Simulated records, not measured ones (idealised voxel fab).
Process module in this document: voxel ribs on slabs
The cross-section shown here is cut; it is 175 nm wide and divided into square cells measuring 5 nm on a side.
In this document a cross-section is written as a grid of square cells. It is given as a series of bands, listed from the top down, and a band is one or more rows of cells. Band: top height; bottom height; in nm. Then, left to right: material with width in nm, for each material. "edge to edge": a single material spanning edge to edge. "blank": empty space. Height 0 is the level under which the wafer as received is all one material. The lowest band goes on downwards, as in "0 and below". Top row gets the first number, bottom row gets the second, and each row in between changes by the same step: that is how a band width like "30..40" works. You'll sometimes find "changes: none" written for a step, and that's the way of saying that nowhere in the cross-section did a cell change during that step. "Closed internal cavities": sealed empty spaces, 8 cells or more, no open way to top, listed width x height at distance, with distance from the left edge and width, height and distance in nm. The remark found on a step's line after its settings is issued by the simulator itself and pertains to that step. Regarding "overlay nm": on a step with a mask, it is the distance the mask lay to the right of its planned place; a negative value places it to the left.
# plan
1. RECEIVE | material Si
2. DIRECTIONAL_DEP | material SiO2 | thk nm 30
3. DIRECTIONAL_DEP | material SiN | thk nm 20
4. PATTERN | tone cover | mask id RIB | material resist | width nm 20 | thk nm 20 | overlay nm 0
5. DIRECTIONAL_ETCH | etch materials SiN | depth nm 15
6. STRIP | etch materials resist
7. PATTERN | tone cover | mask id SLAB | material resist | width nm 60 | thk nm 20 | overlay nm 0
8. DIRECTIONAL_ETCH | etch materials SiN | depth nm 5
9. STRIP | etch materials resist
10. FILL_DEP | material SiO2 | thk nm 15
11. CMP | height nm 60
12. DIRECTIONAL_DEP | material TiN | thk nm 10
13. DIRECTIONAL_DEP | material aC | thk nm 10
14. PATTERN | tone cover | mask id HEATER | material resist | width nm 30 | thk nm 25 | overlay nm 0
15. DIRECTIONAL_ETCH | etch materials aC | depth nm 10
16. STRIP | etch materials resist
17. DIRECTIONAL_ETCH | etch materials TiN | depth nm 10
18. STRIP | etch materials aC
19. CONFORMAL_DEP | material SiN | thk nm 5
# First of two wafers - as planned
# So this is the incoming wafer in cross-section - it's already been through step 1
> 0 and below  Si edge to edge
> Closed internal cavities: none
# Wafer after step 2 (cross-section)
> 30 down to 0  SiO2 edge to edge
> below 0: unchanged
# Wafer after step 3 (cross-section)
> 50 down to 30  SiN edge to edge
> below 30: unchanged
# Wafer after step 4 (cross-section)
> 70 down to 50  blank 75 nm; resist 20 nm; blank 80 nm
> below 50: unchanged
# Wafer after step 5 (cross-section)
> 70 down to 50  blank 75 nm; resist 20 nm; blank 80 nm
> 50 down to 35  blank 75 nm; SiN 20 nm; blank 80 nm
> below 35: unchanged
# Wafer after step 6 (cross-section)
> 50 down to 35  blank 75 nm; SiN 20 nm; blank 80 nm
> below 35: unchanged
# Wafer after step 7 (cross-section)
> 70 down to 50  blank 55 nm; resist 60 nm; blank 60 nm
> 50 down to 35  blank 55 nm; resist 20 nm; SiN 20 nm; resist 20 nm; blank 60 nm
> below 35: unchanged
# Wafer after step 8 (cross-section)
> 70 down to 50  blank 55 nm; resist 60 nm; blank 60 nm
> 50 down to 35  blank 55 nm; resist 20 nm; SiN 20 nm; resist 20 nm; blank 60 nm
> 35 down to 30  blank 55 nm; SiN 60 nm; blank 60 nm
> below 30: unchanged
# Wafer after step 9 (cross-section)
> 50 down to 35  blank 75 nm; SiN 20 nm; blank 80 nm
> below 35: unchanged
# Wafer after step 10 (cross-section)
> 65 down to 50  SiO2 edge to edge
> 50 down to 35  SiO2 75 nm; SiN 20 nm; SiO2 80 nm
> 35 down to 30  SiO2 55 nm; SiN 60 nm; SiO2 60 nm
> below 30: unchanged
# Wafer after step 11 (cross-section)
> 60 down to 50  SiO2 edge to edge
> below 50: unchanged
# Wafer after step 12 (cross-section)
> 70 down to 60  TiN edge to edge
> below 60: unchanged
# Wafer after step 13 (cross-section)
> 80 down to 70  aC edge to edge
> below 70: unchanged
# Wafer after step 14 (cross-section)
> 105 down to 80  blank 70 nm; resist 30 nm; blank 75 nm
> below 80: unchanged
# Wafer after step 15 (cross-section)
> 95 down to 80  blank 70 nm; resist 30 nm; blank 75 nm
> 80 down to 70  blank 70 nm; aC 30 nm; blank 75 nm
> below 70: unchanged
# Wafer after step 16 (cross-section)
> 80 down to 70  blank 70 nm; aC 30 nm; blank 75 nm
> below 70: unchanged
# Wafer after step 17 (cross-section)
> 80 down to 70  blank 70 nm; aC 30 nm; blank 75 nm
> 70 down to 60  blank 70 nm; TiN 30 nm; blank 75 nm
> below 60: unchanged
# Wafer after step 18 (cross-section)
> 70 down to 60  blank 70 nm; TiN 30 nm; blank 75 nm
> below 60: unchanged
# Wafer after step 19 (cross-section)
> 75 down to 70  blank 65 nm; SiN 40 nm; blank 70 nm
> 70 down to 65  blank 65 nm; SiN 5 nm; TiN 30 nm; SiN 5 nm; blank 70 nm
> 65 down to 60  SiN 70 nm; TiN 30 nm; SiN 75 nm
> below 60: unchanged
# The second wafer: identical to the first at the outset and in its planned sequence, differing only in that one mistake was made during processing; up to and including step 2, its path is the first wafer's path
# Second wafer shown in cross-section at the time step 3 was slated to end
> 50 down to 30  aC edge to edge
> below 30: unchanged
# Second wafer shown in cross-section at the time step 4 was slated to end
> 70 down to 50  blank 75 nm; resist 20 nm; blank 80 nm
> below 50: unchanged
Second wafer shown in cross-section at the time step 5 was slated to end: changes: none
# Second wafer shown in cross-section at the time step 6 was slated to end
> 50 down to 30  aC edge to edge
> below 30: unchanged
# Second wafer shown in cross-section at the time step 7 was slated to end
> 70 down to 50  blank 55 nm; resist 60 nm; blank 60 nm
> below 50: unchanged
Second wafer shown in cross-section at the time step 8 was slated to end: changes: none
# Second wafer shown in cross-section at the time step 9 was slated to end
> 50 down to 30  aC edge to edge
> below 30: unchanged
# Second wafer shown in cross-section at the time step 10 was slated to end
> 65 down to 50  SiO2 edge to edge
> below 50: unchanged
# Second wafer shown in cross-section at the time step 11 was slated to end
> 60 down to 50  SiO2 edge to edge
> below 50: unchanged
# Second wafer shown in cross-section at the time step 12 was slated to end
> 70 down to 60  TiN edge to edge
> below 60: unchanged
# Second wafer shown in cross-section at the time step 13 was slated to end
> 80 down to 70  aC edge to edge
> below 70: unchanged
# Second wafer shown in cross-section at the time step 14 was slated to end
> 105 down to 80  blank 70 nm; resist 30 nm; blank 75 nm
> below 80: unchanged
# Second wafer shown in cross-section at the time step 15 was slated to end
> 95 down to 80  blank 70 nm; resist 30 nm; blank 75 nm
> 80 down to 70  blank 70 nm; aC 30 nm; blank 75 nm
> below 70: unchanged
# Second wafer shown in cross-section at the time step 16 was slated to end
> 80 down to 70  blank 70 nm; aC 30 nm; blank 75 nm
> below 70: unchanged
# Second wafer shown in cross-section at the time step 17 was slated to end
> 80 down to 70  blank 70 nm; aC 30 nm; blank 75 nm
> 70 down to 60  blank 70 nm; TiN 30 nm; blank 75 nm
> below 60: unchanged
# Second wafer shown in cross-section at the time step 18 was slated to end
> 70 down to 60  blank 70 nm; TiN 30 nm; blank 75 nm
> below 60: unchanged
# Second wafer shown in cross-section at the time step 19 was slated to end
> 75 down to 70  blank 65 nm; SiN 40 nm; blank 70 nm
> 70 down to 65  blank 65 nm; SiN 5 nm; TiN 30 nm; SiN 5 nm; blank 70 nm
> 65 down to 60  SiN 70 nm; TiN 30 nm; SiN 75 nm
> below 60: unchanged
Short version of what went wrong: rather than as planned, step 3 actually ran as DIRECTIONAL_DEP | material aC | thk nm 20
The second wafer ends with more or fewer cells of some materials than the first, per final count: SiN: 24 fewer; SiO2: 116 fewer; aC: 140 more
